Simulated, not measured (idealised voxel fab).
The following is a process module called voxel wiring stack.
Section shown: cut. Width: 300 nm. Cell size: 5 nm, square.
A cross-section in this document is a grid of square cells, and it is written down as bands, the top band listed before the ones below it; a band is made up of one or more rows of cells. The band entry comprises the height of the band's top followed by the height of its bottom, expressed in nm, and subsequently the band's materials from left to right, each stated together with its width in nm. Where a single material is marked with the word "throughout", that material fills the band from edge to edge. The word "air" represents empty space. Height reference: 0 = level under which incoming wafer is all one material. Lowest band: no bottom, runs on downward, e.g. "z 0 and below". Note: "30 to 40" means the width goes from the first number (top row of the band) to the second number (bottom row) in equal steps per row of cells. You'll sometimes find "left unchanged" written for a step, and that's the way of saying that nowhere in the cross-section did a cell change during that step. Basically, "Internal closed voids" tells you about the enclosed voids: empty spaces with no open way to the top, 8 cells or bigger, each written width x height at distance, where distance is from the left edge, all in nm. Formally, on a step line, whatever follows the settings is a remark that the simulator itself makes on the step. overlay nm: step with mask; distance mask lay right of planned place; negative value = left of planned place.

Process steps (planned):
step 1: RECEIVE with material Si
step 2: CONFORMAL_DEP with material SiO2, thk nm 15
step 3: DIRECTIONAL_DEP with material TiN, thk nm 5
step 4: DIRECTIONAL_DEP with material W, thk nm 15
step 5: PATTERN with tone cover, mask id METAL_1, material resist, width nm 25, pitch nm 55, thk nm 20, overlay nm 0
step 6: DIRECTIONAL_ETCH with etch materials W, depth nm 15
step 7: DIRECTIONAL_ETCH with etch materials TiN, depth nm 5
step 8: STRIP with etch materials resist
step 9: CONFORMAL_DEP with material SiCN, thk nm 5
step 10: FILL_DEP with material lowk, thk nm 10
step 11: CMP with height nm 35
step 12: CONFORMAL_DEP with material SiCN, thk nm 5
step 13: DIRECTIONAL_DEP with material lowk, thk nm 10
step 14: DIRECTIONAL_DEP with material aC, thk nm 10
step 15: PATTERN with tone open, mask id PLUG_1, material resist, width nm 15, thk nm 25, overlay nm 0
step 16: DIRECTIONAL_ETCH with etch materials aC, depth nm 10
step 17: STRIP with etch materials resist
step 18: DIRECTIONAL_ETCH with etch materials lowk, depth nm 10
step 19: DIRECTIONAL_ETCH with etch materials SiCN, depth nm 5
step 20: STRIP with etch materials aC
step 21: CONFORMAL_DEP with material TiN, thk nm 5
step 22: FILL_DEP with material Cu, thk nm 5
step 23: CMP with height nm 50
step 24: CONFORMAL_DEP with material SiCN, thk nm 5
step 25: DIRECTIONAL_DEP with material lowk, thk nm 15
step 26: MASKED_ETCH with tone open, mask id METAL_2, width nm 25, pitch nm 55, etch materials lowk, depth nm 15, overlay nm 0
step 27: MASKED_ETCH with tone open, mask id METAL_2, width nm 25, pitch nm 55, etch materials SiCN, depth nm 5, overlay nm 0
step 28: CONFORMAL_DEP with material TiN, thk nm 5
step 29: FILL_DEP with material Cu, thk nm 5
step 30: CMP with height nm 70
step 31: CONFORMAL_DEP with material SiCN, thk nm 5
step 32: DIRECTIONAL_DEP with material lowk, thk nm 15
step 33: PATTERN with tone open, mask id PLUG_2, material resist, width nm 15, thk nm 15, overlay nm 0
step 34: DIRECTIONAL_ETCH with etch materials lowk, depth nm 15
step 35: DIRECTIONAL_ETCH with etch materials SiCN, depth nm 5
step 36: STRIP with etch materials resist
step 37: CONFORMAL_DEP with material TiN, thk nm 5
step 38: FILL_DEP with material Cu, thk nm 5
step 39: CMP with height nm 90
step 40: DIRECTIONAL_DEP with material TiN, thk nm 5
step 41: DIRECTIONAL_DEP with material Ru, thk nm 20
step 42: MASKED_ETCH with tone cover, mask id METAL_3, width nm 25, pitch nm 55, etch materials Ru, depth nm 20, overlay nm 0
step 43: MASKED_ETCH with tone cover, mask id METAL_3, width nm 25, pitch nm 55, etch materials TiN, depth nm 5, overlay nm 0
step 44: CONFORMAL_DEP with material SiCN, thk nm 5
step 45: FILL_DEP with material SiO2, thk nm 5
step 46: CMP with height nm 115
step 47: CONFORMAL_DEP with material SiCN, thk nm 5
step 48: DIRECTIONAL_DEP with material lowk, thk nm 30
step 49: PATTERN with tone open, mask id METAL_4_HOLES, material resist, width nm 15, pitch nm 55, thk nm 20, overlay nm 0
step 50: DIRECTIONAL_ETCH with etch materials lowk, depth nm 30
step 51: STRIP with etch materials resist
step 52: PATTERN with tone open, mask id METAL_4, material resist, width nm 25, pitch nm 55, thk nm 15, overlay nm 0
step 53: DIRECTIONAL_ETCH with etch materials lowk, depth nm 15
step 54: DIRECTIONAL_ETCH with etch materials SiCN, depth nm 5
step 55: STRIP with etch materials resist
step 56: CONFORMAL_DEP with material TiN, thk nm 5
step 57: FILL_DEP with material Cu, thk nm 10
step 58: CMP with height nm 150
step 59: CONFORMAL_DEP with material SiN, thk nm 5

as received, after step 1:
> z 0 and below = Si throughout
> Internal closed voids: none

Sectioned view, first of two wafers, at the close of the module, processed as intended in the plan:
> z 155 to 150 = SiN throughout
> z 150 to 140 = lowk=110; TiN=5; Cu=15; TiN=5; lowk=30; TiN=5; Cu=15; TiN=5; lowk=110
> z 140 to 135 = lowk=110; TiN=5; Cu=5; TiN=15; lowk=30; TiN=5; Cu=5; TiN=15; lowk=110
> z 135 to 120 = lowk=110; TiN=5; Cu=5; TiN=5; lowk=40; TiN=5; Cu=5; TiN=5; lowk=120
> z 120 to 115 = SiCN=110; TiN=15; SiCN=40; TiN=15; SiCN=120
> z 115 to 95 = SiO2=105; SiCN=5; Ru=25; SiCN=5; SiO2=20; SiCN=5; Ru=25; SiCN=5; SiO2=105
> z 95 to 90 = SiCN=110; TiN=25; SiCN=30; TiN=25; SiCN=110
> z 90 to 75 = lowk=110; TiN=5; Cu=5; TiN=5; lowk=175
> z 75 to 70 = SiCN=110; TiN=15; SiCN=175
> z 70 to 55 = lowk=110; TiN=5; Cu=15; TiN=5; lowk=30; TiN=5; Cu=15; TiN=5; lowk=110
> z 55 to 50 = SiCN=110; TiN=25; SiCN=30; TiN=25; SiCN=110
> z 50 to 40 = lowk=110; TiN=5; Cu=5; TiN=5; lowk=175
> z 40 to 35 = SiCN=110; TiN=15; SiCN=175
> z 35 to 20 = lowk=105; SiCN=5; W=25; SiCN=5; lowk=20; SiCN=5; W=25; SiCN=5; lowk=105
> z 20 to 15 = SiCN=110; TiN=25; SiCN=30; TiN=25; SiCN=110
> z 15 to 0 = SiO2 throughout
> z 0 and below = Si throughout
> Internal closed voids: none

Here is the second of the two wafers cut open at the end of the module - same start, same plan as the first one, but we made one mistake running it:
> z 155 to 150 = SiN throughout
> z 150 to 140 = lowk=110; TiN=5; Cu=15; TiN=5; lowk=30; TiN=5; Cu=15; TiN=5; lowk=110
> z 140 to 135 = lowk=110; TiN=5; Cu=5; TiN=15; lowk=30; TiN=5; Cu=5; TiN=15; lowk=110
> z 135 to 120 = lowk=110; TiN=5; Cu=5; TiN=5; lowk=40; TiN=5; Cu=5; TiN=5; lowk=120
> z 120 to 115 = SiCN=110; TiN=15; SiCN=40; TiN=15; SiCN=120
> z 115 to 95 = SiO2=105; SiCN=5; Ru=25; SiCN=5; SiO2=20; SiCN=5; Ru=25; SiCN=5; SiO2=105
> z 95 to 90 = SiCN=110; TiN=25; SiCN=30; TiN=25; SiCN=110
> z 90 to 75 = lowk=110; TiN=5; Cu=5; TiN=5; lowk=175
> z 75 to 70 = SiCN=110; TiN=15; SiCN=175
> z 70 to 55 = lowk=110; TiN=5; Cu=15; TiN=5; lowk=30; TiN=5; Cu=15; TiN=5; lowk=110
> z 55 to 50 = SiCN=110; TiN=25; SiCN=30; TiN=25; SiCN=110
> z 50 to 40 = lowk=110; TiN=5; Cu=5; TiN=5; lowk=175
> z 40 to 35 = SiCN=110; TiN=15; SiCN=175
> z 35 to 20 = lowk=105; SiCN=5; W=25; SiCN=5; lowk=20; SiCN=5; W=25; SiCN=5; lowk=105
> z 20 to 15 = SiCN=110; TiN=25; SiCN=30; TiN=25; SiCN=110
> z 15 to 0 = Ru throughout
> z 0 and below = Si throughout
> Internal closed voids: none
Short version of what went wrong: planned and actual differ for step 2; actual: CONFORMAL_DEP with material Ru, thk nm 15
Counted in cells at the end, the second wafer holds more or fewer of these materials than the first: 180 more of Ru, 180 fewer of SiO2
